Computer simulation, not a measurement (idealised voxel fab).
process module | voxel wiring stack
cross-section cut | 280 nm wide | cells 5 nm
A cross-section is a grid of square cells, given in bands from the top down. A band is one or more rows of cells.
Each band's line starts with the height of the band's top and of its bottom, in nm. Then come its materials from left to right, each with its width in nm. One material with "throughout" fills the band from edge to edge. "air" is empty space.
Height 0 is the level under which the wafer as received is all one material. The lowest band goes on downwards, as in "0 down".
A width such as "30 to 40" changes by the same amount from each row of cells to the next, from the band's top row to its bottom row.
"no change" after a step means that no cell of the cross-section changed.
closed voids: empty space of 8 cells or more with no open way to the top, each as width x height at its distance from the left edge, in nm
after a step's settings: what the simulator itself notes on the step
overlay nm, on a step with a mask: how far to the right of its planned place the mask lay; to the left if negative
Each pair below shows a cross-section before one step and the cross-section after it, down to the lowest band that changed. The line under each pair gives the step between them, with its settings. The pairs can come from different runs of this module on the same starting wafer, so a pair continues from the pair above only where its "before" says so.
before
  195 to 170: resist 100 | air 30 | resist 15 | air 30 | resist 105
  170 to 160: aC throughout
  160 to 135: SiO2 throughout
  135 to 130: SiN throughout
  130 to 120: SiO2 100 | TiN 5 | W 5 | TiN 5 | SiO2 165
  120 to 115: SiCN 100 | TiN 15 | SiCN 165
  115 to 95: SiO2 95 | SiCN 5 | W 30 | SiCN 5 | SiO2 5 | SiCN 5 | W 30 | SiCN 5 | SiO2 100
  95 to 90: SiCN 100 | TiN 30 | SiCN 15 | TiN 30 | SiCN 105
  90 to 75: SiO2 100 | Ru 15 | SiO2 30 | Ru 15 | SiO2 120
  75 to 70: SiCN 100 | Ru 15 | SiCN 30 | Ru 15 | SiCN 120
  70 to 60: SiO2 100 | TiN 5 | Cu 20 | TiN 5 | SiO2 15 | TiN 5 | Cu 20 | TiN 5 | SiO2 105
  60 to 55: SiO2 100 | TiN 5 | Cu 5 | TiN 20 | SiO2 15 | TiN 30 | SiO2 105
  55 to 45: SiO2 100 | TiN 5 | Cu 5 | TiN 5 | SiO2 165
  45 to 40: SiCN 100 | TiN 15 | SiCN 165
  40 to 15: lowk 100 | TiN 5 | W 20 | TiN 5 | lowk 15 | TiN 5 | W 20 | TiN 5 | lowk 105
  15 to 10: SiCN 100 | TiN 30 | SiCN 15 | TiN 30 | SiCN 105
  10 to 0: SiO2 throughout
  0 down: Si throughout
  closed voids: none
after
  185 to 170: resist 100 | air 30 | resist 15 | air 30 | resist 105
  170 to 160: aC 100 | air 30 | aC 15 | air 30 | aC 105
  below 160: unchanged
  closed voids: none
the step between: op DIRECTIONAL_ETCH | etch materials aC | depth nm 10
before: the cross-section after the pair above
after
  170 to 160: aC 100 | air 30 | aC 15 | air 30 | aC 105
  below 160: unchanged
  closed voids: none
the step between: op STRIP | etch materials resist
before: the cross-section after the pair above
after
  170 to 160: aC 100 | air 30 | aC 15 | air 30 | aC 105
  160 to 135: SiO2 100 | air 30 | SiO2 15 | air 30 | SiO2 105
  below 135: unchanged
  closed voids: none
the step between: op DIRECTIONAL_ETCH | etch materials SiO2 | depth nm 25
before: the cross-section after the pair above
after
  170 to 160: aC 100 | air 30 | aC 15 | air 30 | aC 105
  160 to 135: SiO2 100 | air 30 | SiO2 15 | air 30 | SiO2 105
  135 to 130: SiN 100 | air 30 | SiN 15 | air 30 | SiN 105
  below 130: unchanged
  closed voids: none
the step between: op DIRECTIONAL_ETCH | etch materials SiN | depth nm 5
before: the cross-section after the pair above
after
  160 to 135: SiO2 100 | air 30 | SiO2 15 | air 30 | SiO2 105
  below 135: unchanged
  closed voids: none
the step between: op STRIP | etch materials aC
before: the cross-section after the pair above
after
  165 to 160: TiN 105 | air 20 | TiN 25 | air 20 | TiN 110
  160 to 135: SiO2 100 | TiN 5 | air 20 | TiN 5 | SiO2 15 | TiN 5 | air 20 | TiN 5 | SiO2 105
  135 to 130: SiN 100 | TiN 30 | SiN 15 | TiN 30 | SiN 105
  below 130: unchanged
  closed voids: none
the step between: op CONFORMAL_DEP | material TiN | thk nm 5
before: the cross-section after the pair above
after
  170 to 165: Cu throughout
  165 to 160: TiN 105 | Cu 20 | TiN 25 | Cu 20 | TiN 110
  160 to 135: SiO2 100 | TiN 5 | Cu 20 | TiN 5 | SiO2 15 | TiN 5 | Cu 20 | TiN 5 | SiO2 105
  below 135: unchanged
  closed voids: none
the step between: op FILL_DEP | material Cu | thk nm 5
before: the cross-section after the pair above
after
  160 to 135: SiO2 100 | TiN 5 | Cu 20 | TiN 5 | SiO2 15 | TiN 5 | Cu 20 | TiN 5 | SiO2 105
  below 135: unchanged
  closed voids: none
the step between: op CMP | height nm 160
before: the cross-section after the pair above
after
  165 to 160: SiN throughout
  below 160: unchanged
  closed voids: none
the step between: op CONFORMAL_DEP | material SiN | thk nm 5
before
  170 to 160: aC throughout
  160 to 135: SiO2 throughout
  135 to 130: SiN throughout
  130 to 120: SiO2 100 | TiN 5 | Ru 5 | TiN 5 | SiO2 165
  120 to 115: SiCN 100 | TiN 15 | SiCN 165
  115 to 95: SiO2 95 | SiCN 5 | W 30 | SiCN 5 | SiO2 5 | SiCN 5 | W 30 | SiCN 5 | SiO2 100
  95 to 90: SiCN 100 | TiN 30 | SiCN 15 | TiN 30 | SiCN 105
  90 to 75: SiO2 100 | Ru 15 | SiO2 30 | Ru 15 | SiO2 120
  75 to 70: SiCN 100 | Ru 15 | SiCN 30 | Ru 15 | SiCN 120
  70 to 60: SiO2 100 | TiN 5 | Cu 20 | TiN 5 | SiO2 15 | TiN 5 | Cu 20 | TiN 5 | SiO2 105
  60 to 55: SiO2 100 | TiN 5 | Cu 5 | TiN 20 | SiO2 15 | TiN 30 | SiO2 105
  55 to 45: SiO2 100 | TiN 5 | Cu 5 | TiN 5 | SiO2 165
  45 to 40: SiCN 100 | TiN 15 | SiCN 165
  40 to 15: lowk 100 | TiN 5 | W 20 | TiN 5 | lowk 15 | TiN 5 | W 20 | TiN 5 | lowk 105
  15 to 10: SiCN 100 | TiN 30 | SiCN 15 | TiN 30 | SiCN 105
  10 to 0: SiO2 throughout
  0 down: Si throughout
  closed voids: none
after
  195 to 170: air 100 | resist 30 | air 15 | resist 30 | air 105
  below 170: unchanged
  closed voids: none
the step between: op PATTERN | tone cover | mask id METAL_4 | material resist | width nm 30 | pitch nm 45 | thk nm 25 | overlay nm 0
before: the cross-section after the pair above
after
  185 to 170: air 100 | resist 30 | air 15 | resist 30 | air 105
  170 to 160: air 100 | aC 30 | air 15 | aC 30 | air 105
  below 160: unchanged
  closed voids: none
the step between: op DIRECTIONAL_ETCH | etch materials aC | depth nm 10
before: the cross-section after the pair above
after
  170 to 160: air 100 | aC 30 | air 15 | aC 30 | air 105
  below 160: unchanged
  closed voids: none
the step between: op STRIP | etch materials resist
before: the cross-section after the pair above
after
  170 to 160: air 100 | aC 30 | air 15 | aC 30 | air 105
  160 to 135: air 100 | SiO2 30 | air 15 | SiO2 30 | air 105
  below 135: unchanged
  closed voids: none
the step between: op DIRECTIONAL_ETCH | etch materials SiO2 | depth nm 25
before: the cross-section after the pair above
after
  170 to 160: air 100 | aC 30 | air 15 | aC 30 | air 105
  160 to 135: air 100 | SiO2 30 | air 15 | SiO2 30 | air 105
  135 to 130: air 100 | SiN 30 | air 15 | SiN 30 | air 105
  below 130: unchanged
  closed voids: none
the step between: op DIRECTIONAL_ETCH | etch materials SiN | depth nm 5
before: the cross-section after the pair above
after
  160 to 135: air 100 | SiO2 30 | air 15 | SiO2 30 | air 105
  below 135: unchanged
  closed voids: none
the step between: op STRIP | etch materials aC
before: the cross-section after the pair above
after
  165 to 160: air 95 | TiN 40 | air 5 | TiN 40 | air 100
  160 to 135: air 95 | TiN 5 | SiO2 30 | TiN 5 | air 5 | TiN 5 | SiO2 30 | TiN 5 | air 100
  135 to 130: TiN 100 | SiN 30 | TiN 15 | SiN 30 | TiN 105
  below 130: unchanged
  closed voids: none
the step between: op CONFORMAL_DEP | material TiN | thk nm 5
before: the cross-section after the pair above
after
  170 to 165: Cu throughout
  165 to 160: Cu 95 | TiN 40 | Cu 5 | TiN 40 | Cu 100
  160 to 135: Cu 95 | TiN 5 | SiO2 30 | TiN 5 | Cu 5 | TiN 5 | SiO2 30 | TiN 5 | Cu 100
  below 135: unchanged
  closed voids: none
the step between: op FILL_DEP | material Cu | thk nm 5
before: the cross-section after the pair above
after
  160 to 135: Cu 95 | TiN 5 | SiO2 30 | TiN 5 | Cu 5 | TiN 5 | SiO2 30 | TiN 5 | Cu 100
  below 135: unchanged
  closed voids: none
the step between: op CMP | height nm 160
before: the cross-section after the pair above
after
  165 to 160: SiN throughout
  below 160: unchanged
  closed voids: none
the step between: op CONFORMAL_DEP | material SiN | thk nm 5
